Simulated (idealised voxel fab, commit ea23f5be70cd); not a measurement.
process module | voxel transistor to metal
cross-section cut | 165 nm wide | cells 5 nm
A cross-section is a grid of square cells, given in bands from the top down. A band is one or more rows of cells.
Each band's line starts with the height of the band's top and of its bottom, in nm. Then come its materials from left to right, each with its width in nm. One material with "throughout" fills the band from edge to edge. "air" is empty space.
Height 0 is the level under which the wafer as received is all one material. The lowest band goes on downwards, as in "0 down".
A width such as "30 to 40" changes by the same amount from each row of cells to the next, from the band's top row to its bottom row.
"no change" after a step means that no cell of the cross-section changed.
closed voids: empty space of 8 cells or more with no open way to the top, each as width x height at its distance from the left edge, in nm
after a step's settings: what the simulator itself notes on the step
overlay nm, on a step with a mask: how far to the right of its planned place the mask lay; to the left if negative
plan
1 op RECEIVE | material Si
2 op CONFORMAL_DEP | material SiO2 | thk nm 5
3 op CONFORMAL_DEP | material SiN | thk nm 10
4 op PATTERN | tone cover | mask id ACTIVE | material resist | width nm 105 | thk nm 20 | overlay nm 0
5 op DIRECTIONAL_ETCH | etch materials SiN | depth nm 10
6 op DIRECTIONAL_ETCH | etch materials SiO2 | depth nm 5
7 op DIRECTIONAL_ETCH | etch materials Si | depth nm 25
8 op STRIP | etch materials resist
9 op FILL_DEP | material SiO2 | thk nm 10
10 op CMP | height nm 15
11 op SELECTIVE_ETCH | etch materials SiO2 | depth nm 10
12 op STRIP | etch materials SiN
13 op SELECTIVE_ETCH | etch materials SiO2 | depth nm 5
14 op OXIDIZE | depth nm 5
15 op DIRECTIONAL_DEP | material polySi | thk nm 30
16 op DIRECTIONAL_DEP | material SiCN | thk nm 15
17 op PATTERN | tone cover | mask id GATE | material resist | width nm 25 | thk nm 20 | overlay nm 0
18 op DIRECTIONAL_ETCH | etch materials SiCN | depth nm 25
19 op DIRECTIONAL_ETCH | etch materials polySi | depth nm 40
20 op STRIP | etch materials resist
21 op CONFORMAL_DEP | material SiN | thk nm 10
22 op DIRECTIONAL_ETCH | etch materials SiN | depth nm 10
23 op DIRECTIONAL_ETCH | etch materials SiO2 | depth nm 5
24 op DIRECTIONAL_ETCH | etch materials Si | depth nm 15
25 op EPI | material SiGe | thk nm 15
26 op FILL_DEP | material SiO2 | thk nm 10
27 op CMP | height nm 45
28 op DIRECTIONAL_DEP | material SiO2 | thk nm 15
29 op PATTERN | tone open | mask id CONTACT | material resist | width nm 25 | pitch nm 60 | thk nm 20 | overlay nm 0
30 op DIRECTIONAL_ETCH | etch materials SiO2 | depth nm 65
31 op STRIP | etch materials resist
32 op CONFORMAL_DEP | material TiN | thk nm 5
33 op FILL_DEP | material W | thk nm 5
34 op CMP | height nm 60
35 op CONFORMAL_DEP | material SiCN | thk nm 5
36 op DIRECTIONAL_DEP | material SiO2 | thk nm 20
37 op MASKED_ETCH | tone open | mask id METAL_1 | width nm 15 | pitch nm 70 | etch materials SiO2 | depth nm 20 | overlay nm 0
38 op MASKED_ETCH | tone open | mask id METAL_1 | width nm 15 | pitch nm 70 | etch materials SiCN | depth nm 5 | overlay nm 0
39 op CONFORMAL_DEP | material TiN | thk nm 5
40 op FILL_DEP | material Cu | thk nm 5
41 op CMP | height nm 85
42 op CONFORMAL_DEP | material SiN | thk nm 5
as received, after step 1
  0 down: Si throughout
  closed voids: none
a wafer at the end: this start, this plan, one mistake
  90 to 85: SiN throughout
  85 to 65: SiO2 40 | TiN 5 | Cu 5 | TiN 5 | SiO2 55 | TiN 5 | Cu 5 | TiN 5 | SiO2 40
  65 to 60: SiCN 40 | TiN 15 | SiCN 55 | TiN 15 | SiCN 40
  60 to 50: SiO2 40 | TiN 5 | W 15 | TiN 5 | SiO2 35 | TiN 5 | W 15 | TiN 5 | SiO2 40
  50 to 45: SiO2 40 | TiN 5 | W 10 | TiN 10 | SiO2 35 | TiN 10 | W 10 | TiN 5 | SiO2 40
  45 to 35: SiO2 40 | TiN 5 | W 10 | TiN 5 | SiN 10 | SiCN 25 | SiN 10 | TiN 5 | W 10 | TiN 5 | SiO2 40
  35 to 20: SiO2 40 | TiN 5 | W 10 | TiN 5 | SiN 10 | polySi 25 | SiN 10 | TiN 5 | W 10 | TiN 5 | SiO2 40
  20 to 15: SiO2 40 | TiN 20 | SiN 10 | polySi 25 | SiN 10 | TiN 20 | SiO2 40
  15 to 10: SiO2 40 | TiN 5 | SiGe 15 | SiN 10 | polySi 25 | SiN 10 | SiGe 15 | TiN 5 | SiO2 40
  10 to 5: SiO2 30 | SiGe 30 | SiN 10 | polySi 25 | SiN 10 | SiGe 30 | SiO2 30
  5 to 0: SiO2 25 | SiN 10 | SiGe 25 | SiO2 45 | SiGe 25 | SiN 10 | SiO2 25
  0 to -5: SiO2 40 | SiGe 20 | Si 45 | SiGe 20 | SiO2 40
  -5 to -15: SiO2 30 | Si 10 | SiGe 20 | Si 45 | SiGe 20 | Si 10 | SiO2 30
  -15 to -25: SiO2 30 | Si 105 | SiO2 30
  -25 down: Si throughout
  closed voids: none
what went wrong: steps 12 and 13 were swapped
